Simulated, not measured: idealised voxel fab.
Herein follows the process module entitled voxel ribs on slabs.
The cross-section on display is named cut; it measures 190 nm wide, and its cells are 5 nm squares.
A cross-section in this document is a grid of square cells, and it is written down as bands, the top band listed before the ones below it; a band is made up of one or more rows of cells. A band entry consists of two parts. The first gives the height of the band's top and the height of its bottom, in nm. The rest lists the band's materials from left to right, each with its width in nm. A single material labelled with the word "full width" fills the band from edge to edge, and the word "air" marks empty space. Ref level 0: as-received wafer is one material below here. Bottom band extends down with no lower bound ("0..down"). With a width like "30 to 40", each row of cells in the band differs from the next by the same amount, the top row carrying the first number and the bottom row the second. "changes: none" -> step changed no cross-section cell. Basically, "Cavities, closed" tells you about the enclosed voids: empty spaces with no open way to the top, 8 cells or bigger, each written width x height at distance, where distance is from the left edge, all in nm. Past the settings on a step's line: simulator remark, on that step. When a step includes a mask, the "overlay nm" setting on its line states how far to the right of its planned place that mask lay, and negative values state how far to the left.

[Intended process steps]
| 1 | RECEIVE (material Si) |
| 2 | DIRECTIONAL_DEP (material SiO2; thk nm 20) |
| 3 | DIRECTIONAL_DEP (material SiN; thk nm 25) |
| 4 | DIRECTIONAL_DEP (material aC; thk nm 10) |
| 5 | PATTERN (tone cover; mask id RIB; material resist; width nm 20; thk nm 30; overlay nm 0) |
| 6 | DIRECTIONAL_ETCH (etch materials aC; depth nm 10) |
| 7 | STRIP (etch materials resist) |
| 8 | DIRECTIONAL_ETCH (etch materials SiN; depth nm 10) |
| 9 | STRIP (etch materials aC) |
| 10 | DIRECTIONAL_DEP (material aC; thk nm 15) |
| 11 | PATTERN (tone cover; mask id SLAB; material resist; width nm 80; thk nm 35; overlay nm 0) |
| 12 | DIRECTIONAL_ETCH (etch materials aC; depth nm 15) |
| 13 | STRIP (etch materials resist) |
| 14 | DIRECTIONAL_ETCH (etch materials SiN; depth nm 5) |
| 15 | STRIP (etch materials aC) |
| 16 | FILL_DEP (material SiO2; thk nm 20) |
| 17 | CMP (height nm 55) |
| 18 | DIRECTIONAL_DEP (material W; thk nm 5) |
| 19 | MASKED_ETCH (tone cover; mask id HEATER; width nm 30; etch materials W; depth nm 5; overlay nm 0) |
| 20 | CONFORMAL_DEP (material SiN; thk nm 5) |
Variable across wafers: step 14 depth nm (plan value is that of the first wafer; starting state common to all).

[This is how the first of several wafers looked in cross-section when it arrived, which is after step 1]
> 0..down  Si full width
> Cavities, closed: none

[First wafer of several, cross-section, module end, after step 20 (last)]
> 65..60  75 air / 40 SiN / 75 air
> 60..55  80 SiN / 30 W / 80 SiN
> 55..45  SiO2 full width
> 45..35  85 SiO2 / 20 SiN / 85 SiO2
> 35..30  55 SiO2 / 80 SiN / 55 SiO2
> 30..20  SiN full width
> 20..0  SiO2 full width
> 0..down  Si full width
> Cavities, closed: none

[Module end, final wafer: cross-section]
> 65..60  75 air / 40 SiN / 75 air
> 60..55  80 SiN / 30 W / 80 SiN
> 55..45  SiO2 full width
> 45..35  85 SiO2 / 20 SiN / 85 SiO2
> 35..20  55 SiO2 / 80 SiN / 55 SiO2
> 20..0  SiO2 full width
> 0..down  Si full width
> Cavities, closed: none

[For your reference, the table is organized with a row per wafer; each row reflects the wafer at the end of the module, indicating for each material the cells gained (+) or lost (-) since receipt, and thereafter its closed voids]
depth nm 5, +140 SiN, +318 SiO2, +6 W, Cavities, closed: none
depth nm 10, +118 SiN, +340 SiO2, +6 W, Cavities, closed: none
depth nm 15, +96 SiN, +362 SiO2, +6 W, Cavities, closed: none
depth nm 20, +96 SiN, +362 SiO2, +6 W, Cavities, closed: none
depth nm 25, +96 SiN, +362 SiO2, +6 W, Cavities, closed: none
depth nm 30, +96 SiN, +362 SiO2, +6 W, Cavities, closed: none
